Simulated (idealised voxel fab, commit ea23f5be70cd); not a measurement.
The name of this process module is voxel gate over fins.
The width of the displayed cross-section, cut, is 210 nm; its cells are square, with a size of 5 nm.
Heads up, the way a cross-section reads in here is a grid of square cells, handed over as bands from the top down, with every band being one or more rows of cells.
The entry gives the band's vertical extent as a top height and a bottom height in nm, then its horizontal make-up as materials from left to right, each with a width in nm. "empty" stands for empty space; a single material marked "full width" fills the band edge to edge.
We count height from 0. Below that, the starting wafer is all one material. The lowest band never ends at the bottom but goes on down; see "0 down" for how that is written.
Note: "30->40" means the width goes from the first number (top row of the band) to the second number (bottom row) in equal steps per row of cells.
It should be understood that the words "no change", when stated for a given step, signify that the cross-section underwent no change in any of its cells during that step.
"Sealed internal cavities" contains a list of empty spaces, each no smaller than 8 cells and without an open way to the top, written in the form width x height at distance with the distance from the left edge and all three in nm.
If you see something after the settings on a step's line, that's the simulator's own remark about that step.
overlay nm: on a step with a mask, how far right of its planned place the mask lay; negative means left.
Below is the list of planned process steps
1) RECEIVE (material Si)
2) CONFORMAL_DEP (material SiN; thk nm 5)
3) DIRECTIONAL_DEP (material aC; thk nm 10)
4) PATTERN (tone cover; mask id FINS; material resist; width nm 15; pitch nm 35; thk nm 30; overlay nm -15)
5) DIRECTIONAL_ETCH (etch materials aC; depth nm 10)
6) STRIP (etch materials resist)
7) DIRECTIONAL_ETCH (etch materials SiN; depth nm 5)
8) DIRECTIONAL_ETCH (etch materials Si; depth nm 35)
9) STRIP (etch materials aC)
10) OXIDIZE (depth nm 5)
11) FILL_DEP (material SiO2; thk nm 15)
12) CMP (height nm 5)
13) SELECTIVE_ETCH (etch materials SiO2; depth nm 20)
14) STRIP (etch materials SiN)
15) CONFORMAL_DEP (material HfO2; thk nm 5)
16) CONFORMAL_DEP (material TiN; thk nm 5)
17) CONFORMAL_DEP (material TiAl; thk nm 5)
18) CONFORMAL_DEP (material TiN; thk nm 5)
19) FILL_DEP (material W; thk nm 15)
20) CMP (height nm 30)
21) CONFORMAL_DEP (material SiN; thk nm 5)
Heads up: all these wafers start the same, and what changes between them is the overlay nm in step 4. The value you see in the plan is just what the first wafer got.
Received wafers, first of several: cross-section after step 1
* 0 down | Si full width
* Sealed internal cavities: none
End of module, by wafer: material-by-material cell gain (+) or loss (-) since receipt, then closed voids
overlay nm -15, +66 HfO2, -304 Si, +42 SiN, +190 SiO2, +66 TiAl, +114 TiN, +120 W, Sealed internal cavities: none
overlay nm -10, +66 HfO2, -304 Si, +42 SiN, +190 SiO2, +66 TiAl, +114 TiN, +120 W, Sealed internal cavities: none
overlay nm -5, +66 HfO2, -304 Si, +42 SiN, +190 SiO2, +66 TiAl, +114 TiN, +120 W, Sealed internal cavities: none
overlay nm 0, +66 HfO2, -304 Si, +42 SiN, +190 SiO2, +66 TiAl, +114 TiN, +120 W, Sealed internal cavities: none
overlay nm 5, +66 HfO2, -304 Si, +42 SiN, +190 SiO2, +66 TiAl, +114 TiN, +120 W, Sealed internal cavities: none
overlay nm 10, +66 HfO2, -304 Si, +42 SiN, +190 SiO2, +66 TiAl, +114 TiN, +120 W, Sealed internal cavities: none
overlay nm 15, +66 HfO2, -304 Si, +42 SiN, +190 SiO2, +66 TiAl, +114 TiN, +120 W, Sealed internal cavities: none
